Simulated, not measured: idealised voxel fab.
This is a process module. Its name is voxel capacitor over wiring.
Displayed cross-section: cut, width of 265 nm, square cells sized 5 nm.
Just so we're on the same page, the cross-sections are grids of square cells, and they're listed out in bands top to bottom, each band one or more rows deep. Heads up on the band format: heights come first, top then bottom, in nm. After that it's the materials left to right, each with its width in nm. A single material flagged "full width" fills the whole band edge to edge, and "empty" means there's empty space there. For the purposes of this specification, 0 denotes the height below which the wafer in its as-received condition is composed wholly of one material, and the lowermost band, lacking a lower limit, extends downward without end, as expressed in "from 0 down". You'd read "30..40" like this: the band's top row of cells is as wide as the first number, its bottom row is as wide as the second, and going down, every row changes width by the same amount as the row before did. What does "nothing altered" mean for a step? It means no cell of the cross-section changed in that step. Any empty space of 8 cells or more lacking an open way to the top shows up in "Closed void inventory" as width x height at distance, distance from the left edge, in nm. If you see something after the settings on a step's line, that's the simulator's own remark about that step. Regarding "overlay nm": on a step with a mask, it is the distance the mask lay to the right of its planned place; a negative value places it to the left.

Intended process steps:
1: RECEIVE with material Si
2: CONFORMAL_DEP with material SiO2, thk nm 5
3: CONFORMAL_DEP with material SiN, thk nm 5
4: DIRECTIONAL_DEP with material lowk, thk nm 25
5: PATTERN with tone open, mask id METAL_1, material resist, width nm 30, pitch nm 85, thk nm 15, overlay nm 0
6: DIRECTIONAL_ETCH with etch materials lowk, depth nm 25
7: DIRECTIONAL_ETCH with etch materials SiN, depth nm 5
8: STRIP with etch materials resist
9: CONFORMAL_DEP with material TiN, thk nm 5
10: FILL_DEP with material W, thk nm 10
11: CMP with height nm 45
12: EPI with material Ru, thk nm 5
13: FILL_DEP with material SiCN, thk nm 5
14: DIRECTIONAL_DEP with material lowk, thk nm 20
15: MASKED_ETCH with tone open, mask id PLUG_1, width nm 15, etch materials lowk, depth nm 20, overlay nm 0
16: MASKED_ETCH with tone open, mask id PLUG_1, width nm 15, etch materials SiCN, depth nm 5, overlay nm 0
17: CONFORMAL_DEP with material TiN, thk nm 5
18: FILL_DEP with material Cu, thk nm 5
19: CMP with height nm 75
20: DIRECTIONAL_DEP with material TiN, thk nm 10
21: DIRECTIONAL_DEP with material HfO2, thk nm 5
22: DIRECTIONAL_DEP with material TiN, thk nm 5
23: DIRECTIONAL_DEP with material aC, thk nm 15
24: PATTERN with tone cover, mask id UPPER_PLATE, material resist, width nm 60, thk nm 35, overlay nm 0
25: DIRECTIONAL_ETCH with etch materials aC, depth nm 15
26: STRIP with etch materials resist
27: DIRECTIONAL_ETCH with etch materials TiN, depth nm 5
28: DIRECTIONAL_ETCH with etch materials HfO2, depth nm 5
29: STRIP with etch materials aC
30: MASKED_ETCH with tone cover, mask id LOWER_PLATE, width nm 70, etch materials TiN, depth nm 10, overlay nm 0
31: FILL_DEP with material SiO2, thk nm 15
32: CMP with height nm 105
33: PATTERN with tone open, mask id PLUG_2, material resist, width nm 15, thk nm 15, overlay nm 0
34: DIRECTIONAL_ETCH with etch materials SiO2, depth nm 10
35: STRIP with etch materials resist
36: CONFORMAL_DEP with material TiN, thk nm 5
37: FILL_DEP with material Ru, thk nm 5
38: CMP with height nm 105
39: CONFORMAL_DEP with material SiCN, thk nm 5
Among the wafers covered here, the point of difference is the thk nm at step 2; their starting state is shared, and the plan presents the value of the first wafer.

Sectional view: first of several wafers, as received, after step 1:
* from 0 down: Si full width
* Closed void inventory: none

Wafer rows, end of module: cells per material gained (+) or lost (-) since receipt; closed voids last:
thk nm 5; +4 Cu; +12 HfO2; +54 Ru; +103 SiCN; +41 SiN; +313 SiO2; +133 TiN; +101 W; +405 lowk; Closed void inventory: none
thk nm 10; +4 Cu; +12 HfO2; +54 Ru; +103 SiCN; +41 SiN; +366 SiO2; +133 TiN; +48 W; +405 lowk; Closed void inventory: none
thk nm 15; +4 Cu; +12 HfO2; +17 Ru; +140 SiCN; +41 SiN; +419 SiO2; +88 TiN; +40 W; +405 lowk; Closed void inventory: none
thk nm 20; +4 Cu; +12 HfO2; +17 Ru; +140 SiCN; +41 SiN; +472 SiO2; +84 TiN; +32 W; +364 lowk; Closed void inventory: none
thk nm 25; +4 Cu; +12 HfO2; +17 Ru; +140 SiCN; +41 SiN; +525 SiO2; +80 TiN; +24 W; +323 lowk; Closed void inventory: none
thk nm 30; +4 Cu; +12 HfO2; +17 Ru; +140 SiCN; +41 SiN; +578 SiO2; +76 TiN; +16 W; +282 lowk; Closed void inventory: none
